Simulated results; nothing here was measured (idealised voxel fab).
process module | voxel trench capacitor
cross-section cut | 225 nm wide | cells 5 nm
A cross-section is a grid of square cells, given in bands from the top down. A band is one or more rows of cells.
Each band's line starts with the height of the band's top and of its bottom, in nm. Then come its materials from left to right, each with its width in nm. One material with "throughout" fills the band from edge to edge. "air" is empty space.
Height 0 is the level under which the wafer as received is all one material. The lowest band goes on downwards, as in "0 down".
A width such as "30 to 40" changes by the same amount from each row of cells to the next, from the band's top row to its bottom row.
"no change" after a step means that no cell of the cross-section changed.
closed voids: empty space of 8 cells or more with no open way to the top, each as width x height at its distance from the left edge, in nm
after a step's settings: what the simulator itself notes on the step
overlay nm, on a step with a mask: how far to the right of its planned place the mask lay; to the left if negative
plan
1 op RECEIVE | material Si
2 op CONFORMAL_DEP | material SiN | thk nm 10
3 op MASKED_ETCH | tone open | mask id TRENCH | width nm 15 | pitch nm 35 | etch materials SiN | depth nm 10 | overlay nm 0
4 op MASKED_ETCH | tone open | mask id TRENCH | width nm 15 | pitch nm 35 | etch materials Si | depth nm 40 | overlay nm 0
5 op CONFORMAL_DEP | material Al2O3 | thk nm 5
6 op FILL_DEP | material polySi | thk nm 10
7 op CMP | height nm 10
first wafer, as planned
as received, after step 1
  0 down: Si throughout
  closed voids: none
after step 2
  10 to 0: SiN throughout
  below 0: unchanged
after step 3
  10 to 0: SiN 70 | air 15 | SiN 20 | air 15 | SiN 20 | air 15 | SiN 70
  below 0: unchanged
after step 4
  10 to 0: SiN 70 | air 15 | SiN 20 | air 15 | SiN 20 | air 15 | SiN 70
  0 to -40: Si 70 | air 15 | Si 20 | air 15 | Si 20 | air 15 | Si 70
  below -40: unchanged
after step 5
  15 to 10: Al2O3 75 | air 5 | Al2O3 30 | air 5 | Al2O3 30 | air 5 | Al2O3 75
  10 to 0: SiN 70 | Al2O3 5 | air 5 | Al2O3 5 | SiN 20 | Al2O3 5 | air 5 | Al2O3 5 | SiN 20 | Al2O3 5 | air 5 | Al2O3 5 | SiN 70
  0 to -35: Si 70 | Al2O3 5 | air 5 | Al2O3 5 | Si 20 | Al2O3 5 | air 5 | Al2O3 5 | Si 20 | Al2O3 5 | air 5 | Al2O3 5 | Si 70
  -35 to -40: Si 70 | Al2O3 15 | Si 20 | Al2O3 15 | Si 20 | Al2O3 15 | Si 70
  below -40: unchanged
after step 6
  25 to 15: polySi throughout
  15 to 10: Al2O3 75 | polySi 5 | Al2O3 30 | polySi 5 | Al2O3 30 | polySi 5 | Al2O3 75
  10 to 0: SiN 70 | Al2O3 5 | polySi 5 | Al2O3 5 | SiN 20 | Al2O3 5 | polySi 5 | Al2O3 5 | SiN 20 | Al2O3 5 | polySi 5 | Al2O3 5 | SiN 70
  0 to -35: Si 70 | Al2O3 5 | polySi 5 | Al2O3 5 | Si 20 | Al2O3 5 | polySi 5 | Al2O3 5 | Si 20 | Al2O3 5 | polySi 5 | Al2O3 5 | Si 70
  below -35: unchanged
after step 7
  10 to 0: SiN 70 | Al2O3 5 | polySi 5 | Al2O3 5 | SiN 20 | Al2O3 5 | polySi 5 | Al2O3 5 | SiN 20 | Al2O3 5 | polySi 5 | Al2O3 5 | SiN 70
  below 0: unchanged
second wafer: like start, like plan, one mistake. Through step 2 it matches the first wafer
when step 3 should have ended
  10 to 0: air 70 | SiN 15 | air 20 | SiN 15 | air 20 | SiN 15 | air 70
  below 0: unchanged
when step 4 should have ended: no change
when step 5 should have ended
  15 to 10: air 65 | Al2O3 25 | air 10 | Al2O3 25 | air 10 | Al2O3 25 | air 65
  10 to 5: air 65 | Al2O3 5 | SiN 15 | Al2O3 5 | air 10 | Al2O3 5 | SiN 15 | Al2O3 5 | air 10 | Al2O3 5 | SiN 15 | Al2O3 5 | air 65
  5 to 0: Al2O3 70 | SiN 15 | Al2O3 20 | SiN 15 | Al2O3 20 | SiN 15 | Al2O3 70
  below 0: unchanged
when step 6 should have ended
  25 to 15: polySi throughout
  15 to 10: polySi 65 | Al2O3 25 | polySi 10 | Al2O3 25 | polySi 10 | Al2O3 25 | polySi 65
  10 to 5: polySi 65 | Al2O3 5 | SiN 15 | Al2O3 5 | polySi 10 | Al2O3 5 | SiN 15 | Al2O3 5 | polySi 10 | Al2O3 5 | SiN 15 | Al2O3 5 | polySi 65
  below 5: unchanged
when step 7 should have ended
  10 to 5: polySi 65 | Al2O3 5 | SiN 15 | Al2O3 5 | polySi 10 | Al2O3 5 | SiN 15 | Al2O3 5 | polySi 10 | Al2O3 5 | SiN 15 | Al2O3 5 | polySi 65
  below 5: unchanged
what went wrong: step 3 ran as: op MASKED_ETCH | tone cover | mask id TRENCH | width nm 15 | pitch nm 35 | etch materials SiN | depth nm 10 | overlay nm 0
at the end the second wafer has, in cells: 21 fewer of Al2O3 | 72 more of Si | 54 fewer of SiN | 3 more of polySi
